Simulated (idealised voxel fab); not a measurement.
Herein follows the process module entitled voxel fin reveal.
It is cross-section cut that appears here, measuring 275 nm in width, its square cells being 5 nm in size.
Heads up, the way a cross-section reads in here is a grid of square cells, handed over as bands from the top down, with every band being one or more rows of cells.
For a band, the entry starts with two heights in nm, that of the top and then that of the bottom, and carries on with the band's materials in order from left to right, each alongside its width in nm; the word "throughout" beside a single material means it fills the band edge to edge, and "empty" means empty space.
A quick word on heights: they are counted from 0, and under that level the wafer as it came to us is one material throughout. The lowest band is different from the rest in having no bottom; it simply continues downward, written as in "0..down".
Top row gets the first number, bottom row gets the second, and each row in between changes by the same step: that is how a band width like "30..40" works.
Basically "nothing different" means that step didn't change any cell in the cross-section.
Each empty space that has no open way to the top and spans at least 8 cells appears under "Voids lacking openings" as width x height at distance, the distance counted from the left edge, all in nm.
Anything after a step's settings on that line? It's the simulator's own note about the step.
"overlay nm" on a masked step: distance the mask lay right of its planned place, negative for left.
-- This section lists the process steps that were planned
1,RECEIVE (material Si)
2,CONFORMAL_DEP (material SiN; thk nm 5)
3,MASKED_ETCH (tone cover; mask id FINS; width nm 15; pitch nm 40; etch materials SiN; depth nm 5; overlay nm -15)
4,MASKED_ETCH (tone cover; mask id FINS; width nm 15; pitch nm 40; etch materials Si; depth nm 35; overlay nm 0)
5,FILL_DEP (material SiO2; thk nm 10)
6,CMP (height nm 5)
7,SELECTIVE_ETCH (etch materials SiO2; depth nm 25)
8,STRIP (etch materials SiN)
9,CONFORMAL_DEP (material HfO2; thk nm 5)
Across this set of wafers, the varied parameter is the overlay nm of step 3. Starting conditions are identical for every wafer, and the plan reports the value assigned to the first wafer.
-- So this is the first of several wafers, cross-sectioned as it came to us, meaning it's at the end of step 1
  0..down = Si throughout
  Voids lacking openings: none
-- Rows = wafers. At module end, each row lists per material the cells gained (+) or lost (-) since the wafer was received, then the closed voids
overlay nm -15; +71 HfO2; -301 Si; +129 SiO2; Voids lacking openings: none
overlay nm -10; +71 HfO2; -315 Si; +135 SiO2; Voids lacking openings: none
overlay nm -5; +71 HfO2; -329 Si; +141 SiO2; Voids lacking openings: none
overlay nm 0; +71 HfO2; -343 Si; +147 SiO2; Voids lacking openings: none
overlay nm 5; +71 HfO2; -329 Si; +141 SiO2; Voids lacking openings: none
overlay nm 10; +71 HfO2; -315 Si; +135 SiO2; Voids lacking openings: none
overlay nm 15; +71 HfO2; -301 Si; +129 SiO2; Voids lacking openings: none
